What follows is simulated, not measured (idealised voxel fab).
You're looking at the process module voxel trench capacitor.
Cross-section cut spans 275 nm and uses square cells 5 nm in size.
Cross-section, as written here: a square-cell grid given band by band from the top down, where a band holds one or more rows of cells. What a band's entry tells you: where the top is and where the bottom is, as heights in nm, and after that what lies inside, material by material from left to right, each with its width in nm. Empty space is written as the word "air", and a single material marked with the word "throughout" occupies the band from edge to edge. Height reference: 0 = level under which incoming wafer is all one material. Lowest band: no bottom, runs on downward, e.g. "0 nm and below". Top row gets the first number, bottom row gets the second, and each row in between changes by the same step: that is how a band width like "30..40" works. The cross-section has no changed cell in any step marked "changes: none". Closed-off voids of 8+ cells (no open route to the top) go in "Sealed cavities", written width x height at distance from the left edge, in nm. It should be noted that, on the line of a given step, the content following the step's settings is a remark produced by the simulator itself with respect to that step. You can add "overlay nm" to a step's line. For a step with a mask, it describes how far the mask lay to the right of its planned position, and a negative number describes a lay to the left.

-- Process steps foreseen in the plan
1,RECEIVE [material Si]
2,CONFORMAL_DEP [material SiN] [thk nm 10]
3,PATTERN [tone open] [mask id TRENCH] [material resist] [width nm 25] [pitch nm 40] [thk nm 15] [overlay nm 0]
4,DIRECTIONAL_ETCH [etch materials SiN] [depth nm 10]
5,DIRECTIONAL_ETCH [etch materials Si] [depth nm 40]
6,STRIP [etch materials resist]
7,CONFORMAL_DEP [material Al2O3] [thk nm 5]
8,CONFORMAL_DEP [material TiN] [thk nm 5]
9,FILL_DEP [material W] [thk nm 10]
10,CMP [height nm 10]

-- The first wafer of two, processed as planned

-- Cross-section of the wafer upon arrival, representing the state reached after step 1
* 0 nm and below | Si throughout
* Sealed cavities: none

-- Take a look at the wafer's cross-section after step 2
* 10 nm to 0 nm | SiN throughout
* At heights below 0, the structure remains unaltered.

-- Take a look at the wafer's cross-section after step 3
* 25 nm to 10 nm | 85 of resist / 25 of air / 15 of resist / 25 of air / 15 of resist / 25 of air / 85 of resist
* At heights below 10, the structure remains unaltered.

-- Take a look at the wafer's cross-section after step 4
* 25 nm to 10 nm | 85 of resist / 25 of air / 15 of resist / 25 of air / 15 of resist / 25 of air / 85 of resist
* 10 nm to 0 nm | 85 of SiN / 25 of air / 15 of SiN / 25 of air / 15 of SiN / 25 of air / 85 of SiN
* At heights below 0, the structure remains unaltered.

-- Take a look at the wafer's cross-section after step 5
* 25 nm to 10 nm | 85 of resist / 25 of air / 15 of resist / 25 of air / 15 of resist / 25 of air / 85 of resist
* 10 nm to 0 nm | 85 of SiN / 25 of air / 15 of SiN / 25 of air / 15 of SiN / 25 of air / 85 of SiN
* 0 nm to -40 nm | 85 of Si / 25 of air / 15 of Si / 25 of air / 15 of Si / 25 of air / 85 of Si
* At heights below -40, the structure remains unaltered.

-- Take a look at the wafer's cross-section after step 6
* 10 nm to 0 nm | 85 of SiN / 25 of air / 15 of SiN / 25 of air / 15 of SiN / 25 of air / 85 of SiN
* At heights below 0, the structure remains unaltered.

-- Take a look at the wafer's cross-section after step 7
* 15 nm to 10 nm | 90 of Al2O3 / 15 of air / 25 of Al2O3 / 15 of air / 25 of Al2O3 / 15 of air / 90 of Al2O3
* 10 nm to 0 nm | 85 of SiN / 5 of Al2O3 / 15 of air / 5 of Al2O3 / 15 of SiN / 5 of Al2O3 / 15 of air / 5 of Al2O3 / 15 of SiN / 5 of Al2O3 / 15 of air / 5 of Al2O3 / 85 of SiN
* 0 nm to -35 nm | 85 of Si / 5 of Al2O3 / 15 of air / 5 of Al2O3 / 15 of Si / 5 of Al2O3 / 15 of air / 5 of Al2O3 / 15 of Si / 5 of Al2O3 / 15 of air / 5 of Al2O3 / 85 of Si
* -35 nm to -40 nm | 85 of Si / 25 of Al2O3 / 15 of Si / 25 of Al2O3 / 15 of Si / 25 of Al2O3 / 85 of Si
* At heights below -40, the structure remains unaltered.

-- Take a look at the wafer's cross-section after step 8
* 20 nm to 15 nm | 95 of TiN / 5 of air / 35 of TiN / 5 of air / 35 of TiN / 5 of air / 95 of TiN
* 15 nm to 10 nm | 90 of Al2O3 / 5 of TiN / 5 of air / 5 of TiN / 25 of Al2O3 / 5 of TiN / 5 of air / 5 of TiN / 25 of Al2O3 / 5 of TiN / 5 of air / 5 of TiN / 90 of Al2O3
* 10 nm to 0 nm | 85 of SiN / 5 of Al2O3 / 5 of TiN / 5 of air / 5 of TiN / 5 of Al2O3 / 15 of SiN / 5 of Al2O3 / 5 of TiN / 5 of air / 5 of TiN / 5 of Al2O3 / 15 of SiN / 5 of Al2O3 / 5 of TiN / 5 of air / 5 of TiN / 5 of Al2O3 / 85 of SiN
* 0 nm to -30 nm | 85 of Si / 5 of Al2O3 / 5 of TiN / 5 of air / 5 of TiN / 5 of Al2O3 / 15 of Si / 5 of Al2O3 / 5 of TiN / 5 of air / 5 of TiN / 5 of Al2O3 / 15 of Si / 5 of Al2O3 / 5 of TiN / 5 of air / 5 of TiN / 5 of Al2O3 / 85 of Si
* -30 nm to -35 nm | 85 of Si / 5 of Al2O3 / 15 of TiN / 5 of Al2O3 / 15 of Si / 5 of Al2O3 / 15 of TiN / 5 of Al2O3 / 15 of Si / 5 of Al2O3 / 15 of TiN / 5 of Al2O3 / 85 of Si
* At heights below -35, the structure remains unaltered.

-- Take a look at the wafer's cross-section after step 9
* 30 nm to 20 nm | W throughout
* 20 nm to 15 nm | 95 of TiN / 5 of W / 35 of TiN / 5 of W / 35 of TiN / 5 of W / 95 of TiN
* 15 nm to 10 nm | 90 of Al2O3 / 5 of TiN / 5 of W / 5 of TiN / 25 of Al2O3 / 5 of TiN / 5 of W / 5 of TiN / 25 of Al2O3 / 5 of TiN / 5 of W / 5 of TiN / 90 of Al2O3
* 10 nm to 0 nm | 85 of SiN / 5 of Al2O3 / 5 of TiN / 5 of W / 5 of TiN / 5 of Al2O3 / 15 of SiN / 5 of Al2O3 / 5 of TiN / 5 of W / 5 of TiN / 5 of Al2O3 / 15 of SiN / 5 of Al2O3 / 5 of TiN / 5 of W / 5 of TiN / 5 of Al2O3 / 85 of SiN
* 0 nm to -30 nm | 85 of Si / 5 of Al2O3 / 5 of TiN / 5 of W / 5 of TiN / 5 of Al2O3 / 15 of Si / 5 of Al2O3 / 5 of TiN / 5 of W / 5 of TiN / 5 of Al2O3 / 15 of Si / 5 of Al2O3 / 5 of TiN / 5 of W / 5 of TiN / 5 of Al2O3 / 85 of Si
* At heights below -30, the structure remains unaltered.

-- Take a look at the wafer's cross-section after step 10
* 10 nm to 0 nm | 85 of SiN / 5 of Al2O3 / 5 of TiN / 5 of W / 5 of TiN / 5 of Al2O3 / 15 of SiN / 5 of Al2O3 / 5 of TiN / 5 of W / 5 of TiN / 5 of Al2O3 / 15 of SiN / 5 of Al2O3 / 5 of TiN / 5 of W / 5 of TiN / 5 of Al2O3 / 85 of SiN
* At heights below 0, the structure remains unaltered.

-- Wafer two. Same start, same plan, one slip in execution. Same as wafer one through step 6, inclusive

-- The second wafer cut through, at the time step 7 was supposed to be finished
* 15 nm to 10 nm | 90 of TiN / 15 of air / 25 of TiN / 15 of air / 25 of TiN / 15 of air / 90 of TiN
* 10 nm to 0 nm | 85 of SiN / 5 of TiN / 15 of air / 5 of TiN / 15 of SiN / 5 of TiN / 15 of air / 5 of TiN / 15 of SiN / 5 of TiN / 15 of air / 5 of TiN / 85 of SiN
* 0 nm to -35 nm | 85 of Si / 5 of TiN / 15 of air / 5 of TiN / 15 of Si / 5 of TiN / 15 of air / 5 of TiN / 15 of Si / 5 of TiN / 15 of air / 5 of TiN / 85 of Si
* -35 nm to -40 nm | 85 of Si / 25 of TiN / 15 of Si / 25 of TiN / 15 of Si / 25 of TiN / 85 of Si
* At heights below -40, the structure remains unaltered.

-- The second wafer cut through, at the time step 8 was supposed to be finished
* 20 nm to 10 nm | 95 of TiN / 5 of air / 35 of TiN / 5 of air / 35 of TiN / 5 of air / 95 of TiN
* 10 nm to 0 nm | 85 of SiN / 10 of TiN / 5 of air / 10 of TiN / 15 of SiN / 10 of TiN / 5 of air / 10 of TiN / 15 of SiN / 10 of TiN / 5 of air / 10 of TiN / 85 of SiN
* 0 nm to -30 nm | 85 of Si / 10 of TiN / 5 of air / 10 of TiN / 15 of Si / 10 of TiN / 5 of air / 10 of TiN / 15 of Si / 10 of TiN / 5 of air / 10 of TiN / 85 of Si
* -30 nm to -40 nm | 85 of Si / 25 of TiN / 15 of Si / 25 of TiN / 15 of Si / 25 of TiN / 85 of Si
* At heights below -40, the structure remains unaltered.

-- The second wafer cut through, at the time step 9 was supposed to be finished
* 30 nm to 20 nm | W throughout
* 20 nm to 10 nm | 95 of TiN / 5 of W / 35 of TiN / 5 of W / 35 of TiN / 5 of W / 95 of TiN
* 10 nm to 0 nm | 85 of SiN / 10 of TiN / 5 of W / 10 of TiN / 15 of SiN / 10 of TiN / 5 of W / 10 of TiN / 15 of SiN / 10 of TiN / 5 of W / 10 of TiN / 85 of SiN
* 0 nm to -30 nm | 85 of Si / 10 of TiN / 5 of W / 10 of TiN / 15 of Si / 10 of TiN / 5 of W / 10 of TiN / 15 of Si / 10 of TiN / 5 of W / 10 of TiN / 85 of Si
* At heights below -30, the structure remains unaltered.

-- The second wafer cut through, at the time step 10 was supposed to be finished
* 10 nm to 0 nm | 85 of SiN / 10 of TiN / 5 of W / 10 of TiN / 15 of SiN / 10 of TiN / 5 of W / 10 of TiN / 15 of SiN / 10 of TiN / 5 of W / 10 of TiN / 85 of SiN
* At heights below 0, the structure remains unaltered.
It is concluded that the wafer was processed incorrectly with respect to the plan, in that step 7 ran as: CONFORMAL_DEP [material TiN] [thk nm 5]
Cell-count delta at end, second wafer over first, by material: 69 fewer of Al2O3; 69 more of TiN
